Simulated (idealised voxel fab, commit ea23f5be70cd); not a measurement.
You're looking at the process module voxel capacitor over wiring.
cross-section cut | 150 nm wide | cells 5 nm
Just so we're on the same page, the cross-sections are grids of square cells, and they're listed out in bands top to bottom, each band one or more rows deep. For a band, the entry starts with two heights in nm, that of the top and then that of the bottom, and carries on with the band's materials in order from left to right, each alongside its width in nm; the word "full width" beside a single material means it fills the band edge to edge, and "empty" means empty space. Below 0: as-received wafer, all one material; heights counted from there. Lowest band: no bottom, goes on down, written "from 0 down". With a width like "30->40", each row of cells in the band differs from the next by the same amount, the top row carrying the first number and the bottom row the second. The designation "changes: none", where it is given for a processing step, indicates that no cell of the cross-section was altered in the course of that step. The label "Closed void table" introduces a list of the empty spaces, 8 cells or larger, that have no open way up to the top; each entry in it reads width x height at distance, where the distance is taken from the left edge and all three are stated in nm. If you see something after the settings on a step's line, that's the simulator's own remark about that step. overlay nm: right-of-plan distance of the mask on a masked step; negative values mean left-of-plan.
The following list gives the planned process steps
step 1: RECEIVE | material Si
step 2: CONFORMAL_DEP | material SiO2 | thk nm 15
step 3: CONFORMAL_DEP | material SiCN | thk nm 5
step 4: DIRECTIONAL_DEP | material SiO2 | thk nm 25
step 5: PATTERN | tone open | mask id METAL_1 | material resist | width nm 20 | pitch nm 90 | thk nm 15 | overlay nm 0
step 6: DIRECTIONAL_ETCH | etch materials SiO2 | depth nm 25
step 7: DIRECTIONAL_ETCH | etch materials SiCN | depth nm 5
step 8: STRIP | etch materials resist
step 9: CONFORMAL_DEP | material TiN | thk nm 5
step 10: FILL_DEP | material W | thk nm 10
step 11: CMP | height nm 45
step 12: CONFORMAL_DEP | material SiCN | thk nm 5
step 13: DIRECTIONAL_DEP | material lowk | thk nm 10
step 14: MASKED_ETCH | tone open | mask id PLUG_1 | width nm 15 | etch materials lowk | depth nm 10 | overlay nm -10
step 15: MASKED_ETCH | tone open | mask id PLUG_1 | width nm 15 | etch materials SiCN | depth nm 5 | overlay nm 0
step 16: EPI | material Ru | thk nm 10
step 17: EPI | material Ru | thk nm 5
step 18: DIRECTIONAL_DEP | material TiN | thk nm 10
step 19: DIRECTIONAL_DEP | material HfO2 | thk nm 5
step 20: DIRECTIONAL_DEP | material TiN | thk nm 10
step 21: MASKED_ETCH | tone cover | mask id UPPER_PLATE | width nm 75 | etch materials TiN | depth nm 10 | overlay nm 0
step 22: MASKED_ETCH | tone cover | mask id UPPER_PLATE | width nm 75 | etch materials HfO2 | depth nm 5 | overlay nm 0
step 23: DIRECTIONAL_DEP | material aC | thk nm 15
step 24: PATTERN | tone cover | mask id LOWER_PLATE | material resist | width nm 85 | thk nm 35 | overlay nm 0
step 25: DIRECTIONAL_ETCH | etch materials aC | depth nm 15
step 26: STRIP | etch materials resist
step 27: DIRECTIONAL_ETCH | etch materials TiN | depth nm 10
step 28: STRIP | etch materials aC
step 29: FILL_DEP | material SiO2 | thk nm 20
step 30: CMP | height nm 100
step 31: MASKED_ETCH | tone open | mask id PLUG_2 | width nm 15 | etch materials SiO2 | depth nm 15 | overlay nm 0
step 32: CONFORMAL_DEP | material TiN | thk nm 5
step 33: FILL_DEP | material Cu | thk nm 5
step 34: CMP | height nm 100
step 35: CONFORMAL_DEP | material SiCN | thk nm 5
Every wafer here starts from the same state; it is the step 14 overlay nm that distinguishes them, and the value the plan gives belongs to the first wafer.
Step 1 complete: as-received cross-section of the first of several wafers
    from 0 down: Si full width
    Closed void table: none
Rows = wafers. At module end, each row lists per material the cells gained (+) or lost (-) since the wafer was received, then the closed voids
overlay nm -10 | +2 Cu | +15 HfO2 | +7 Ru | +81 SiCN | +352 SiO2 | +99 TiN | +20 W | +54 lowk | Closed void table: none
overlay nm -5 | +2 Cu | +15 HfO2 | +8 Ru | +80 SiCN | +352 SiO2 | +99 TiN | +20 W | +54 lowk | Closed void table: none
overlay nm 0 | +2 Cu | +15 HfO2 | +9 Ru | +79 SiCN | +352 SiO2 | +99 TiN | +20 W | +54 lowk | Closed void table: none
overlay nm 5 | +2 Cu | +15 HfO2 | +8 Ru | +80 SiCN | +352 SiO2 | +99 TiN | +20 W | +54 lowk | Closed void table: none
overlay nm 10 | +2 Cu | +15 HfO2 | +7 Ru | +81 SiCN | +352 SiO2 | +99 TiN | +20 W | +54 lowk | Closed void table: none
overlay nm 15 | +2 Cu | +15 HfO2 | +82 SiCN | +358 SiO2 | +99 TiN | +20 W | +54 lowk | Closed void table: none
